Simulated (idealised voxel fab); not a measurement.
The following process module bears the name voxel gate over fins.
For reference, the cross-section in this document is cut, with width 265 nm and square cells of 5 nm.
Cross-section spec: square-cell grid; bands listed top down; each band is one or more rows. The entry gives the band's vertical extent as a top height and a bottom height in nm, then its horizontal make-up as materials from left to right, each with a width in nm. "air" stands for empty space; a single material marked "throughout" fills the band edge to edge. Below 0: as-received wafer, all one material; heights counted from there. Lowest band: no bottom, goes on down, written "z 0 and below". Quick explanation for "30->40": the width changes in equal steps down the rows of cells, from the first number in the band's top row to the second number in its bottom row. When a step is marked "remains unaltered", none of the cells in the cross-section changed during that step. If an empty space has no open way to the top and is at least 8 cells in size, "Closed void roster" lists it, written width x height at distance, where distance is measured from the left edge and every value is in nm. Text after the settings on a step's line: the simulator's own remark on that step. overlay nm: where the mask lay relative to plan, measured to the right, on steps with a mask; negatives go left.

## Intended process steps
1. RECEIVE with material Si
2. CONFORMAL_DEP with material SiN, thk nm 5
3. MASKED_ETCH with tone cover, mask id FINS, width nm 15, pitch nm 35, etch materials SiN, depth nm 5, overlay nm 0
4. MASKED_ETCH with tone cover, mask id FINS, width nm 15, pitch nm 35, etch materials Si, depth nm 30, overlay nm 0
5. FILL_DEP with material SiO2, thk nm 10
6. CMP with height nm 5
7. SELECTIVE_ETCH with etch materials SiO2, depth nm 15
8. STRIP with etch materials SiN
9. CONFORMAL_DEP with material HfO2, thk nm 5
10. CONFORMAL_DEP with material TiN, thk nm 5
11. FILL_DEP with material W, thk nm 15
12. CMP with height nm 20
13. CONFORMAL_DEP with material SiCN, thk nm 5

## The cross-section here shows the wafer as received, i.e. in its state after step 1
* z 0 and below  Si throughout
* Closed void roster: none

## Wafer cross-section at end of module: start and plan as shown above, one execution error
* z 25 to 20  SiCN throughout
* z 20 to 10  W throughout
* z 10 to 5  W 80, TiN 105, W 80
* z 5 to 0  W 80, TiN 5, HfO2 25, TiN 10, HfO2 25, TiN 10, HfO2 25, TiN 5, W 80
* z 0 to -5  TiN 85, HfO2 5, Si 15, HfO2 5, TiN 10, HfO2 5, Si 15, HfO2 5, TiN 10, HfO2 5, Si 15, HfO2 5, TiN 85
* z -5 to -10  HfO2 80, TiN 5, HfO2 5, Si 15, HfO2 5, TiN 10, HfO2 5, Si 15, HfO2 5, TiN 10, HfO2 5, Si 15, HfO2 5, TiN 5, HfO2 80
* z -10 to -15  SiO2 75, HfO2 15, Si 15, HfO2 20, Si 15, HfO2 20, Si 15, HfO2 15, SiO2 75
* z -15 to -30  SiO2 90, Si 15, SiO2 20, Si 15, SiO2 20, Si 15, SiO2 90
* z -30 and below  Si throughout
* Closed void roster: none
what went wrong: step 7 ran in the slot meant for step 8, and vice versa
